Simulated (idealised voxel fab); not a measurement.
This is a process module. Its name is voxel trench capacitor.
The cross-section on display is named cut; it measures 160 nm wide, and its cells are 5 nm squares.
A cross-section in this document is a grid of square cells, and it is written down as bands, the top band listed before the ones below it; a band is made up of one or more rows of cells.
The entry gives the band's vertical extent as a top height and a bottom height in nm, then its horizontal make-up as materials from left to right, each with a width in nm. "air" stands for empty space; a single material marked "throughout" fills the band edge to edge.
Note: height 0 marks the level under which the wafer is uniformly one material as received. Lowest band unbounded below, written "0 down".
A width such as "30..40" changes by the same amount from each row of cells to the next, from the band's top row to its bottom row.
"same as before" after a step means that no cell of the cross-section changed.
"Enclosed empty spaces": sealed empty spaces, 8 cells or more, no open way to top, listed width x height at distance, with distance from the left edge and width, height and distance in nm.
Heads up: the bit after the settings on a step's line is the simulator's remark on that step.
"overlay nm" on a masked step: distance the mask lay right of its planned place, negative for left.
PLAN
1: RECEIVE (material Si)
2: CONFORMAL_DEP (material SiN; thk nm 5)
3: DIRECTIONAL_DEP (material aC; thk nm 15)
4: PATTERN (tone open; mask id TRENCH; material resist; width nm 20; pitch nm 40; thk nm 35; overlay nm -15)
5: DIRECTIONAL_ETCH (etch materials aC; depth nm 15)
6: STRIP (etch materials resist)
7: DIRECTIONAL_ETCH (etch materials SiN; depth nm 5)
8: DIRECTIONAL_ETCH (etch materials Si; depth nm 30)
9: STRIP (etch materials aC)
10: CONFORMAL_DEP (material SiO2; thk nm 5)
11: FILL_DEP (material polySi; thk nm 10)
12: CMP (height nm 5)
Wafer-to-wafer difference: overlay nm, step 4. Common start. Plan = first wafer's value.
THIS IS HOW THE FIRST OF SEVERAL WAFERS LOOKED IN CROSS-SECTION WHEN IT ARRIVED, WHICH IS AFTER STEP 1
    0 down  Si throughout
    Enclosed empty spaces: none
CROSS-SECTION, FIRST OF SEVERAL WAFERS, END OF MODULE, AFTER LAST STEP 12
    5 to 0  SiN 15 nm, SiO2 5 nm, polySi 10 nm, SiO2 5 nm, SiN 20 nm, SiO2 5 nm, polySi 10 nm, SiO2 5 nm, SiN 20 nm, SiO2 5 nm, polySi 10 nm, SiO2 5 nm, SiN 45 nm
    0 to -25  Si 15 nm, SiO2 5 nm, polySi 10 nm, SiO2 5 nm, Si 20 nm, SiO2 5 nm, polySi 10 nm, SiO2 5 nm, Si 20 nm, SiO2 5 nm, polySi 10 nm, SiO2 5 nm, Si 45 nm
    -25 to -30  Si 15 nm, SiO2 20 nm, Si 20 nm, SiO2 20 nm, Si 20 nm, SiO2 20 nm, Si 45 nm
    -30 down  Si throughout
    Enclosed empty spaces: none
CROSS-SECTION AT MODULE COMPLETION, LAST WAFER
    5 to 0  SiN 45 nm, SiO2 5 nm, polySi 10 nm, SiO2 5 nm, SiN 20 nm, SiO2 5 nm, polySi 10 nm, SiO2 5 nm, SiN 20 nm, SiO2 5 nm, polySi 10 nm, SiO2 5 nm, SiN 15 nm
    0 to -25  Si 45 nm, SiO2 5 nm, polySi 10 nm, SiO2 5 nm, Si 20 nm, SiO2 5 nm, polySi 10 nm, SiO2 5 nm, Si 20 nm, SiO2 5 nm, polySi 10 nm, SiO2 5 nm, Si 15 nm
    -25 to -30  Si 45 nm, SiO2 20 nm, Si 20 nm, SiO2 20 nm, Si 20 nm, SiO2 20 nm, Si 15 nm
    -30 down  Si throughout
    Enclosed empty spaces: none
WAFER ROWS, END OF MODULE: CELLS PER MATERIAL GAINED (+) OR LOST (-) SINCE RECEIPT; CLOSED VOIDS LAST
overlay nm -15 | -72 Si | +20 SiN | +48 SiO2 | +36 polySi | Enclosed empty spaces: none
overlay nm -10 | -72 Si | +20 SiN | +48 SiO2 | +36 polySi | Enclosed empty spaces: none
overlay nm -5 | -72 Si | +20 SiN | +48 SiO2 | +36 polySi | Enclosed empty spaces: none
overlay nm 0 | -72 Si | +20 SiN | +48 SiO2 | +36 polySi | Enclosed empty spaces: none
overlay nm 5 | -72 Si | +20 SiN | +48 SiO2 | +36 polySi | Enclosed empty spaces: none
overlay nm 10 | -72 Si | +20 SiN | +48 SiO2 | +36 polySi | Enclosed empty spaces: none
overlay nm 15 | -72 Si | +20 SiN | +48 SiO2 | +36 polySi | Enclosed empty spaces: none
